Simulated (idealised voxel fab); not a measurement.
You're looking at the process module voxel trench capacitor.
Cross-section cut: width 175 nm, square cells of 5 nm.
For the purposes of this document, a cross-section shall be understood as a grid of square cells, specified as bands listed in top-to-bottom order, each band consisting of one or more rows of cells.
First you get the band's top height and its bottom height, in nm, and then the materials it's made of, left to right, with each width in nm. If you see a single material with "all across", that one covers the band edge to edge. "empty" is empty space.
Height is counted from the level 0, under which the received wafer is composed throughout of one material. The lowest of the bands is not closed at the bottom but continues downward, in the notation "z 0 and below".
Note: "30->40" means the width goes from the first number (top row of the band) to the second number (bottom row) in equal steps per row of cells.
"no change occurred" -> step changed no cross-section cell.
Voids not open to the top, 8 cells minimum: see "Closed void listing". Written width x height at distance; distance is from the left edge; nm.
It should be noted that, on the line of a given step, the content following the step's settings is a remark produced by the simulator itself with respect to that step.
If you see "overlay nm" on a step's line and that step has a mask, it's telling you how far right of where it was planned the mask ended up; a negative number means it went left instead.

## These are the steps we planned for the process
step 1: RECEIVE,material Si
step 2: CONFORMAL_DEP,material SiN,thk nm 10
step 3: DIRECTIONAL_DEP,material aC,thk nm 15
step 4: PATTERN,tone open,mask id TRENCH,material resist,width nm 25,pitch nm 40,thk nm 30,overlay nm 0
step 5: DIRECTIONAL_ETCH,etch materials aC,depth nm 15
step 6: STRIP,etch materials resist
step 7: DIRECTIONAL_ETCH,etch materials SiN,depth nm 10
step 8: DIRECTIONAL_ETCH,etch materials Si,depth nm 35
step 9: STRIP,etch materials aC
step 10: CONFORMAL_DEP,material Al2O3,thk nm 5
step 11: CONFORMAL_DEP,material TiN,thk nm 5
step 12: FILL_DEP,material W,thk nm 10
step 13: CMP,height nm 10

## As-received state of the wafer in cross-section, equivalent to post-step 1
  z 0 and below | Si all across
  Closed void listing: none

## Cross-section taken at module completion on the first of two wafers; processed per the plan
  z 10 to 0 | SiN 35 nm / Al2O3 5 nm / TiN 5 nm / W 5 nm / TiN 5 nm / Al2O3 5 nm / SiN 15 nm / Al2O3 5 nm / TiN 5 nm / W 5 nm / TiN 5 nm / Al2O3 5 nm / SiN 15 nm / Al2O3 5 nm / TiN 5 nm / W 5 nm / TiN 5 nm / Al2O3 5 nm / SiN 35 nm
  z 0 to -25 | Si 35 nm / Al2O3 5 nm / TiN 5 nm / W 5 nm / TiN 5 nm / Al2O3 5 nm / Si 15 nm / Al2O3 5 nm / TiN 5 nm / W 5 nm / TiN 5 nm / Al2O3 5 nm / Si 15 nm / Al2O3 5 nm / TiN 5 nm / W 5 nm / TiN 5 nm / Al2O3 5 nm / Si 35 nm
  z -25 to -30 | Si 35 nm / Al2O3 5 nm / TiN 15 nm / Al2O3 5 nm / Si 15 nm / Al2O3 5 nm / TiN 15 nm / Al2O3 5 nm / Si 15 nm / Al2O3 5 nm / TiN 15 nm / Al2O3 5 nm / Si 35 nm
  z -30 to -35 | Si 35 nm / Al2O3 25 nm / Si 15 nm / Al2O3 25 nm / Si 15 nm / Al2O3 25 nm / Si 35 nm
  z -35 and below | Si all across
  Closed void listing: none

## Cross-section, wafer two of two, end of module: same start and plan as wafer one, one error in execution
  z 10 to 0 | SiN 30 nm / Al2O3 5 nm / TiN 5 nm / W 5 nm / TiN 5 nm / Al2O3 5 nm / SiN 15 nm / Al2O3 5 nm / TiN 5 nm / W 5 nm / TiN 5 nm / Al2O3 5 nm / SiN 15 nm / Al2O3 5 nm / TiN 5 nm / W 5 nm / TiN 5 nm / Al2O3 5 nm / SiN 40 nm
  z 0 to -25 | Si 30 nm / Al2O3 5 nm / TiN 5 nm / W 5 nm / TiN 5 nm / Al2O3 5 nm / Si 15 nm / Al2O3 5 nm / TiN 5 nm / W 5 nm / TiN 5 nm / Al2O3 5 nm / Si 15 nm / Al2O3 5 nm / TiN 5 nm / W 5 nm / TiN 5 nm / Al2O3 5 nm / Si 40 nm
  z -25 to -30 | Si 30 nm / Al2O3 5 nm / TiN 15 nm / Al2O3 5 nm / Si 15 nm / Al2O3 5 nm / TiN 15 nm / Al2O3 5 nm / Si 15 nm / Al2O3 5 nm / TiN 15 nm / Al2O3 5 nm / Si 40 nm
  z -30 to -35 | Si 30 nm / Al2O3 25 nm / Si 15 nm / Al2O3 25 nm / Si 15 nm / Al2O3 25 nm / Si 40 nm
  z -35 and below | Si all across
  Closed void listing: none
The mistake made against the process plan was this: step 4 went in with a setting other than planned; the actual run was PATTERN,tone open,mask id TRENCH,material resist,width nm 25,pitch nm 40,thk nm 30,overlay nm -5
Heads up: at the end the two wafers have identical cell counts per material, they're just laid out differently.
